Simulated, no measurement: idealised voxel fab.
Process module heading - voxel quadruple lines
230 nm wide, 5 nm square cells: that's cross-section cut.
In this document a cross-section is written as a grid of square cells. It is given as a series of bands, listed from the top down, and a band is one or more rows of cells.
The entry gives the band's vertical extent as a top height and a bottom height in nm, then its horizontal make-up as materials from left to right, each with a width in nm. "empty" stands for empty space; a single material marked "throughout" fills the band edge to edge.
The reference from which all heights are counted is 0, the level beneath which the as-received wafer is entirely one material; the lowest band, having no lower bound, proceeds downward and is written after the example "z 0 and below".
A width given as "30->40" starts at the first number in the band's top row and ends at the second number in its bottom row, shifting by an equal amount at every step from row to row.
The designation "no modification", where it is given for a processing step, indicates that no cell of the cross-section was altered in the course of that step.
Heads up: "Sealed void list" only lists the empty pockets with no open path to the top that are 8 cells or more, and it writes them as width x height at distance, distance from the left edge, in nm.
Whatever follows a step's settings on its line is a remark the simulator itself makes about that step.
overlay nm, on a step with a mask: how far to the right of its planned place the mask lay; to the left if negative

Process steps foreseen in the plan
step 1: RECEIVE with material Si
step 2: CONFORMAL_DEP with material SiO2, thk nm 5
step 3: DIRECTIONAL_DEP with material TiN, thk nm 10
step 4: DIRECTIONAL_DEP with material polySi, thk nm 15
step 5: DIRECTIONAL_DEP with material aC, thk nm 20
step 6: PATTERN with tone cover, mask id MANDREL, material resist, width nm 25, thk nm 25, overlay nm 0
step 7: DIRECTIONAL_ETCH with etch materials aC, depth nm 20
step 8: STRIP with etch materials resist
step 9: CONFORMAL_DEP with material SiO2, thk nm 15
step 10: DIRECTIONAL_ETCH with etch materials SiO2, depth nm 15
step 11: STRIP with etch materials aC
step 12: DIRECTIONAL_ETCH with etch materials polySi, depth nm 15
step 13: STRIP with etch materials SiO2
step 14: CONFORMAL_DEP with material SiCN, thk nm 5
step 15: DIRECTIONAL_ETCH with etch materials SiCN, depth nm 5
step 16: STRIP with etch materials polySi
step 17: DIRECTIONAL_ETCH with etch materials TiN, depth nm 10
step 18: STRIP with etch materials SiCN
step 19: FILL_DEP with material SiO2, thk nm 5
step 20: CMP with height nm 15

Cross-section: wafer on arrival = after step 1
- z 0 and below = Si throughout
- Sealed void list: none

Looking at the first of two wafers in cross-section at end of module - ran to plan
- z 15 to 5 = SiO2 (80), then TiN (5), then SiO2 (15), then TiN (5), then SiO2 (15), then TiN (5), then SiO2 (15), then TiN (5), then SiO2 (85)
- z 5 to 0 = SiO2 throughout
- z 0 and below = Si throughout
- Sealed void list: none

Presented here is a cross-section of the second of the two wafers as it stood at the end of the module. It was started in the same manner and assigned the same plan as the first wafer; however, one mistake was made in its execution
- z 5 to 0 = SiO2 throughout
- z 0 and below = Si throughout
- Sealed void list: none
It is concluded that the wafer was processed incorrectly with respect to the plan, in that planned and actual differ for step 20; actual: CMP with height nm 5
Final cells, second wafer relative to first, materials higher or lower: -84 SiO2; -8 TiN
